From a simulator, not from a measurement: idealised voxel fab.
process module | voxel fin reveal
cross-section cut | 180 nm wide | cells 5 nm
A cross-section is a grid of square cells, given in bands from the top down. A band is one or more rows of cells.
Each band's line starts with the height of the band's top and of its bottom, in nm. Then come its materials from left to right, each with its width in nm. One material with "throughout" fills the band from edge to edge. "air" is empty space.
Height 0 is the level under which the wafer as received is all one material. The lowest band goes on downwards, as in "0 down".
A width such as "30 to 40" changes by the same amount from each row of cells to the next, from the band's top row to its bottom row.
"no change" after a step means that no cell of the cross-section changed.
closed voids: empty space of 8 cells or more with no open way to the top, each as width x height at its distance from the left edge, in nm
after a step's settings: what the simulator itself notes on the step
overlay nm, on a step with a mask: how far to the right of its planned place the mask lay; to the left if negative
plan
1 op RECEIVE | material Si
2 op CONFORMAL_DEP | material SiN | thk nm 10
3 op MASKED_ETCH | tone cover | mask id FINS | width nm 15 | pitch nm 35 | etch materials SiN | depth nm 10 | overlay nm 0
4 op MASKED_ETCH | tone cover | mask id FINS | width nm 15 | pitch nm 35 | etch materials Si | depth nm 40 | overlay nm 0
5 op OXIDIZE | depth nm 5
6 op FILL_DEP | material SiO2 | thk nm 15
7 op CMP | height nm 10
8 op SELECTIVE_ETCH | etch materials SiO2 | depth nm 35
9 op STRIP | etch materials SiN
as received, after step 1
  0 down: Si throughout
  closed voids: none
a wafer at the end: this start, this plan, one mistake
  0 to -25: air 70 | Si 5 | air 30 | Si 5 | air 70
  -25 to -50: SiO2 70 | Si 5 | SiO2 30 | Si 5 | SiO2 70
  -50 down: Si throughout
  closed voids: none
what went wrong: step 4 ran as: op MASKED_ETCH | tone cover | mask id FINS | width nm 15 | pitch nm 35 | etch materials Si | depth nm 45 | overlay nm 0
